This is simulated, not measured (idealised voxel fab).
Process module under the name voxel transistor to metal
cross-section cut | 260 nm wide | cells 5 nm
In what follows, cross-sections appear as grids of square cells, described through bands that run from the top down, where every band is one or more rows of cells. For a band, the entry starts with two heights in nm, that of the top and then that of the bottom, and carries on with the band's materials in order from left to right, each alongside its width in nm; the word "edge to edge" beside a single material means it fills the band edge to edge, and "empty" means empty space. Ref level 0: as-received wafer is one material below here. Bottom band extends down with no lower bound ("z 0 and below"). So if you see something like "30->40" for the width, read it as the top row of the band sitting at the first number and the bottom row at the second, with every row in between moving by the same amount as the last. Step marked "stayed the same"? Then no cell in the cross-section changed in it. Voids not open to the top, 8 cells minimum: see "Sealed-off cavities". Written width x height at distance; distance is from the left edge; nm. Anything after a step's settings on that line? It's the simulator's own note about the step. What "overlay nm" on a step's line means: if the step has a mask, that mask lay this far to the right of its planned place, or, when the value is negative, to the left.

Listed below are the process steps as planned:
| 1 | RECEIVE,material Si |
| 2 | CONFORMAL_DEP,material SiO2,thk nm 5 |
| 3 | CONFORMAL_DEP,material SiN,thk nm 15 |
| 4 | DIRECTIONAL_DEP,material aC,thk nm 15 |
| 5 | PATTERN,tone cover,mask id ACTIVE,material resist,width nm 100,pitch nm 130,thk nm 30,overlay nm 0 |
| 6 | DIRECTIONAL_ETCH,etch materials aC,depth nm 15 |
| 7 | STRIP,etch materials resist |
| 8 | DIRECTIONAL_ETCH,etch materials SiN,depth nm 15 |
| 9 | DIRECTIONAL_ETCH,etch materials SiO2,depth nm 5 |
| 10 | DIRECTIONAL_ETCH,etch materials Si,depth nm 25 |
| 11 | STRIP,etch materials aC |
| 12 | FILL_DEP,material SiO2,thk nm 15 |
| 13 | CMP,height nm 20 |
| 14 | SELECTIVE_ETCH,etch materials SiO2,depth nm 15 |
| 15 | STRIP,etch materials SiN |
| 16 | SELECTIVE_ETCH,etch materials SiO2,depth nm 5 |
| 17 | OXIDIZE,depth nm 5 |
| 18 | DIRECTIONAL_DEP,material polySi,thk nm 20 |
| 19 | DIRECTIONAL_DEP,material SiCN,thk nm 15 |
| 20 | PATTERN,tone cover,mask id GATE,material resist,width nm 15,pitch nm 130,thk nm 20,overlay nm 0 |
| 21 | DIRECTIONAL_ETCH,etch materials SiCN,depth nm 25 |
| 22 | DIRECTIONAL_ETCH,etch materials polySi,depth nm 30 |
| 23 | STRIP,etch materials resist |
| 24 | CONFORMAL_DEP,material SiO2,thk nm 5 |
| 25 | DIRECTIONAL_ETCH,etch materials SiO2,depth nm 5 |
| 26 | CONFORMAL_DEP,material SiN,thk nm 10 |
| 27 | DIRECTIONAL_ETCH,etch materials SiN,depth nm 10 |
| 28 | DIRECTIONAL_ETCH,etch materials SiO2,depth nm 5 |
| 29 | DIRECTIONAL_ETCH,etch materials Si,depth nm 10 |
| 30 | EPI,material SiGe,thk nm 15 |
| 31 | FILL_DEP,material SiO2,thk nm 5 |
| 32 | CMP,height nm 35 |
| 33 | DIRECTIONAL_DEP,material SiO2,thk nm 10 |
| 34 | DIRECTIONAL_DEP,material aC,thk nm 15 |
| 35 | PATTERN,tone open,mask id CONTACT,material resist,width nm 15,pitch nm 65,thk nm 35,overlay nm 0 |
| 36 | DIRECTIONAL_ETCH,etch materials aC,depth nm 15 |
| 37 | STRIP,etch materials resist |
| 38 | DIRECTIONAL_ETCH,etch materials SiO2,depth nm 35 |
| 39 | STRIP,etch materials aC |
| 40 | CONFORMAL_DEP,material TiN,thk nm 5 |
| 41 | FILL_DEP,material W,thk nm 5 |
| 42 | CMP,height nm 45 |
| 43 | DIRECTIONAL_DEP,material TiN,thk nm 5 |
| 44 | DIRECTIONAL_DEP,material W,thk nm 15 |
| 45 | DIRECTIONAL_DEP,material aC,thk nm 10 |
| 46 | PATTERN,tone cover,mask id METAL_1,material resist,width nm 15,pitch nm 65,thk nm 25,overlay nm 0 |
| 47 | DIRECTIONAL_ETCH,etch materials aC,depth nm 10 |
| 48 | STRIP,etch materials resist |
| 49 | DIRECTIONAL_ETCH,etch materials W,depth nm 15 |
| 50 | DIRECTIONAL_ETCH,etch materials TiN,depth nm 5 |
| 51 | STRIP,etch materials aC |
| 52 | CONFORMAL_DEP,material SiCN,thk nm 5 |
| 53 | FILL_DEP,material lowk,thk nm 5 |
| 54 | CMP,height nm 65 |
| 55 | CONFORMAL_DEP,material SiCN,thk nm 5 |
| 56 | DIRECTIONAL_DEP,material lowk,thk nm 35 |
| 57 | DIRECTIONAL_DEP,material aC,thk nm 10 |
| 58 | PATTERN,tone open,mask id METAL_2,material resist,width nm 15,pitch nm 130,thk nm 25,overlay nm 0 |
| 59 | DIRECTIONAL_ETCH,etch materials aC,depth nm 10 |
| 60 | STRIP,etch materials resist |
| 61 | DIRECTIONAL_ETCH,etch materials lowk,depth nm 20 |
| 62 | STRIP,etch materials aC |
| 63 | MASKED_ETCH,tone open,mask id METAL_2_HOLES,width nm 15,pitch nm 130,etch materials lowk,depth nm 15,overlay nm 0 |
| 64 | MASKED_ETCH,tone open,mask id METAL_2_HOLES,width nm 15,pitch nm 130,etch materials SiCN,depth nm 5,overlay nm 0 |
| 65 | CONFORMAL_DEP,material TiN,thk nm 5 |
| 66 | FILL_DEP,material Cu,thk nm 5 |
| 67 | CMP,height nm 105 |
| 68 | CONFORMAL_DEP,material SiN,thk nm 5 |
Every wafer here starts from the same state; it is the step 20 width nm that distinguishes them, and the value the plan gives belongs to the first wafer.

The first of several wafers in cross-section, exactly as it reached us after step 1:
z 0 and below: Si edge to edge
Sealed-off cavities: none

First of several wafers in cross-section at module end, following the final step, step 68:
z 110 to 105: SiN edge to edge
z 105 to 70: 25 of lowk, then 5 of TiN, then 5 of Cu, then 5 of TiN, then 115 of lowk, then 5 of TiN, then 5 of Cu, then 5 of TiN, then 90 of lowk
z 70 to 65: 25 of SiCN, then 15 of TiN, then 115 of SiCN, then 15 of TiN, then 90 of SiCN
z 65 to 50: 20 of lowk, then 5 of SiCN, then 15 of W, then 5 of SiCN, then 40 of lowk, then 5 of SiCN, then 15 of W, then 5 of SiCN, then 40 of lowk, then 5 of SiCN, then 15 of W, then 5 of SiCN, then 40 of lowk, then 5 of SiCN, then 15 of W, then 5 of SiCN, then 20 of lowk
z 50 to 45: 25 of SiCN, then 15 of TiN, then 50 of SiCN, then 15 of TiN, then 50 of SiCN, then 15 of TiN, then 50 of SiCN, then 15 of TiN, then 25 of SiCN
z 45 to 35: 25 of SiO2, then 5 of TiN, then 5 of W, then 5 of TiN, then 50 of SiO2, then 5 of TiN, then 5 of W, then 5 of TiN, then 50 of SiO2, then 5 of TiN, then 5 of W, then 5 of TiN, then 50 of SiO2, then 5 of TiN, then 5 of W, then 5 of TiN, then 25 of SiO2
z 35 to 20: 25 of SiO2, then 5 of TiN, then 5 of W, then 5 of TiN, then 5 of SiO2, then 10 of SiN, then 5 of SiO2, then 15 of SiCN, then 5 of SiO2, then 10 of SiN, then 5 of TiN, then 5 of W, then 5 of TiN, then 50 of SiO2, then 5 of TiN, then 5 of W, then 5 of TiN, then 5 of SiO2, then 10 of SiN, then 5 of SiO2, then 15 of SiCN, then 5 of SiO2, then 10 of SiN, then 5 of TiN, then 5 of W, then 5 of TiN, then 25 of SiO2
z 20 to 15: 25 of SiO2, then 5 of TiN, then 5 of W, then 5 of TiN, then 5 of SiO2, then 10 of SiN, then 5 of SiO2, then 15 of polySi, then 5 of SiO2, then 10 of SiN, then 5 of TiN, then 5 of W, then 5 of TiN, then 50 of SiO2, then 5 of TiN, then 5 of W, then 5 of TiN, then 5 of SiO2, then 10 of SiN, then 5 of SiO2, then 15 of polySi, then 5 of SiO2, then 10 of SiN, then 5 of TiN, then 5 of W, then 5 of TiN, then 25 of SiO2
z 15 to 10: 25 of SiO2, then 15 of TiN, then 5 of SiO2, then 10 of SiN, then 5 of SiO2, then 15 of polySi, then 5 of SiO2, then 10 of SiN, then 15 of TiN, then 50 of SiO2, then 15 of TiN, then 5 of SiO2, then 10 of SiN, then 5 of SiO2, then 15 of polySi, then 5 of SiO2, then 10 of SiN, then 15 of TiN, then 25 of SiO2
z 10 to 0: 30 of SiO2, then 15 of SiGe, then 10 of SiN, then 5 of SiO2, then 15 of polySi, then 5 of SiO2, then 10 of SiN, then 15 of SiGe, then 55 of SiO2, then 15 of SiGe, then 10 of SiN, then 5 of SiO2, then 15 of polySi, then 5 of SiO2, then 10 of SiN, then 15 of SiGe, then 25 of SiO2
z 0 to -5: 10 of SiO2, then 35 of SiGe, then 45 of SiO2, then 30 of SiGe, then 20 of SiO2, then 35 of SiGe, then 45 of SiO2, then 30 of SiGe, then 10 of SiO2
z -5 to -15: 15 of SiO2, then 30 of SiGe, then 45 of Si, then 25 of SiGe, then 30 of SiO2, then 30 of SiGe, then 45 of Si, then 25 of SiGe, then 15 of SiO2
z -15 to -25: 15 of SiO2, then 100 of Si, then 30 of SiO2, then 100 of Si, then 15 of SiO2
z -25 and below: Si edge to edge
Sealed-off cavities: none

Cross-section of the final wafer among several, taken at the end of the module:
z 110 to 105: SiN edge to edge
z 105 to 70: 25 of lowk, then 5 of TiN, then 5 of Cu, then 5 of TiN, then 115 of lowk, then 5 of TiN, then 5 of Cu, then 5 of TiN, then 90 of lowk
z 70 to 65: 25 of SiCN, then 15 of TiN, then 115 of SiCN, then 15 of TiN, then 90 of SiCN
z 65 to 50: 20 of lowk, then 5 of SiCN, then 15 of W, then 5 of SiCN, then 40 of lowk, then 5 of SiCN, then 15 of W, then 5 of SiCN, then 40 of lowk, then 5 of SiCN, then 15 of W, then 5 of SiCN, then 40 of lowk, then 5 of SiCN, then 15 of W, then 5 of SiCN, then 20 of lowk
z 50 to 45: 25 of SiCN, then 15 of TiN, then 50 of SiCN, then 15 of TiN, then 50 of SiCN, then 15 of TiN, then 50 of SiCN, then 15 of TiN, then 25 of SiCN
z 45 to 40: 25 of SiO2, then 5 of TiN, then 5 of W, then 5 of TiN, then 50 of SiO2, then 5 of TiN, then 5 of W, then 5 of TiN, then 50 of SiO2, then 5 of TiN, then 5 of W, then 5 of TiN, then 50 of SiO2, then 5 of TiN, then 5 of W, then 5 of TiN, then 25 of SiO2
z 40 to 35: 25 of SiO2, then 15 of TiN, then 50 of SiO2, then 15 of TiN, then 50 of SiO2, then 15 of TiN, then 50 of SiO2, then 15 of TiN, then 25 of SiO2
z 35 to 20: 25 of SiO2, then 10 of TiN, then 10 of SiN, then 5 of SiO2, then 35 of SiCN, then 5 of SiO2, then 10 of SiN, then 5 of TiN, then 50 of SiO2, then 10 of TiN, then 10 of SiN, then 5 of SiO2, then 35 of SiCN, then 5 of SiO2, then 10 of SiN, then 5 of TiN, then 25 of SiO2
z 20 to 10: 25 of SiO2, then 10 of TiN, then 10 of SiN, then 5 of SiO2, then 35 of polySi, then 5 of SiO2, then 10 of SiN, then 5 of TiN, then 50 of SiO2, then 10 of TiN, then 10 of SiN, then 5 of SiO2, then 35 of polySi, then 5 of SiO2, then 10 of SiN, then 5 of TiN, then 25 of SiO2
z 10 to 0: 20 of SiO2, then 15 of SiGe, then 10 of SiN, then 5 of SiO2, then 35 of polySi, then 5 of SiO2, then 10 of SiN, then 15 of SiGe, then 35 of SiO2, then 15 of SiGe, then 10 of SiN, then 5 of SiO2, then 35 of polySi, then 5 of SiO2, then 10 of SiN, then 15 of SiGe, then 15 of SiO2
z 0 to -5: 10 of SiO2, then 25 of SiGe, then 65 of SiO2, then 20 of SiGe, then 20 of SiO2, then 25 of SiGe, then 65 of SiO2, then 20 of SiGe, then 10 of SiO2
z -5 to -15: 15 of SiO2, then 20 of SiGe, then 65 of Si, then 15 of SiGe, then 30 of SiO2, then 20 of SiGe, then 65 of Si, then 15 of SiGe, then 15 of SiO2
z -15 to -25: 15 of SiO2, then 100 of Si, then 30 of SiO2, then 100 of Si, then 15 of SiO2
z -25 and below: Si edge to edge
Sealed-off cavities: none

Table: wafers, a row each; end-of-module cell change per material since receipt, gain (+), loss (-); then closed voids:
width nm 15 | +14 Cu | -144 Si | +128 SiCN | +94 SiGe | +108 SiN | +336 SiO2 | +106 TiN | +60 W | +418 lowk | +24 polySi | Sealed-off cavities: none
width nm 20 | +14 Cu | -140 Si | +134 SiCN | +88 SiGe | +108 SiN | +324 SiO2 | +106 TiN | +60 W | +418 lowk | +32 polySi | Sealed-off cavities: none
width nm 25 | +14 Cu | -136 Si | +140 SiCN | +82 SiGe | +108 SiN | +322 SiO2 | +106 TiN | +50 W | +418 lowk | +40 polySi | Sealed-off cavities: none
width nm 30 | +14 Cu | -132 Si | +146 SiCN | +76 SiGe | +108 SiN | +320 SiO2 | +106 TiN | +40 W | +418 lowk | +48 polySi | Sealed-off cavities: none
width nm 35 | +14 Cu | -128 Si | +152 SiCN | +70 SiGe | +108 SiN | +318 SiO2 | +96 TiN | +40 W | +418 lowk | +56 polySi | Sealed-off cavities: none
